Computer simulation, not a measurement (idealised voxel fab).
Proc. module: voxel air gaps
FYI the section here is cut, 245 nm wide, cells are 5 nm squares.
How to read a cross-section here: the picture is a grid of square cells, written as bands going from the top down, and any band can span one or more rows of cells. For a band, the entry starts with two heights in nm, that of the top and then that of the bottom, and carries on with the band's materials in order from left to right, each alongside its width in nm; the word "edge to edge" beside a single material means it fills the band edge to edge, and "air" means empty space. Basically, 0 is our baseline, since under it the wafer straight out of the box is all one material. The bottom band has no lower end and keeps on going down, so it looks like "0 -> down". Note: "30->40" means the width goes from the first number (top row of the band) to the second number (bottom row) in equal steps per row of cells. "stayed the same" (step): cross-section cells unchanged, all of them. Enclosed voids (no open way to top), threshold 8 cells or more, entry "Completely enclosed voids", notation width x height at distance, distance from left edge, nm. Text after the settings on a step's line: the simulator's own remark on that step. "overlay nm" denotes, for a step that has a mask, the displacement of the mask to the right of its planned place, with negative values corresponding to the left.
[Planned process steps]
- 1: RECEIVE with material Si
- 2: CONFORMAL_DEP with material SiO2, thk nm 10
- 3: CONFORMAL_DEP with material SiN, thk nm 5
- 4: DIRECTIONAL_DEP with material lowk, thk nm 40
- 5: DIRECTIONAL_DEP with material aC, thk nm 10
- 6: PATTERN with tone open, mask id LINES, material resist, width nm 25, pitch nm 50, thk nm 30, overlay nm 0
- 7: DIRECTIONAL_ETCH with etch materials aC, depth nm 10
- 8: STRIP with etch materials resist
- 9: DIRECTIONAL_ETCH with etch materials lowk, depth nm 40
- 10: STRIP with etch materials aC
- 11: CONFORMAL_DEP with material TiN, thk nm 5
- 12: FILL_DEP with material Ru, thk nm 5
- 13: CMP with height nm 55
- 14: EPI with material Ru, thk nm 10
- 15: SELECTIVE_ETCH with etch materials lowk, depth nm 50
- 16: CONFORMAL_DEP with material SiN, thk nm 5
[Wafer as received: cross-section following step 1]
	0 -> down = Si edge to edge
	Completely enclosed voids: none
[The cross-section shown corresponds to the wafer at the conclusion of the module. The initial structure and the process plan are those presented above; however, one mistake occurred in executing the plan]
	75 -> 70 = SiN edge to edge
	70 -> 60 = Ru edge to edge
	60 -> 55 = TiN 65 nm; Ru 15 nm; TiN 35 nm; Ru 15 nm; TiN 35 nm; Ru 15 nm; TiN 65 nm
	55 -> 20 = lowk 60 nm; TiN 5 nm; Ru 15 nm; TiN 5 nm; lowk 25 nm; TiN 5 nm; Ru 15 nm; TiN 5 nm; lowk 25 nm; TiN 5 nm; Ru 15 nm; TiN 5 nm; lowk 60 nm
	20 -> 15 = lowk 60 nm; TiN 25 nm; lowk 25 nm; TiN 25 nm; lowk 25 nm; TiN 25 nm; lowk 60 nm
	15 -> 10 = SiN edge to edge
	10 -> 0 = SiO2 edge to edge
	0 -> down = Si edge to edge
	Completely enclosed voids: none
Misprocessing identified: for step 13, the planned setting was not used; the step was instead run as CMP with height nm 60
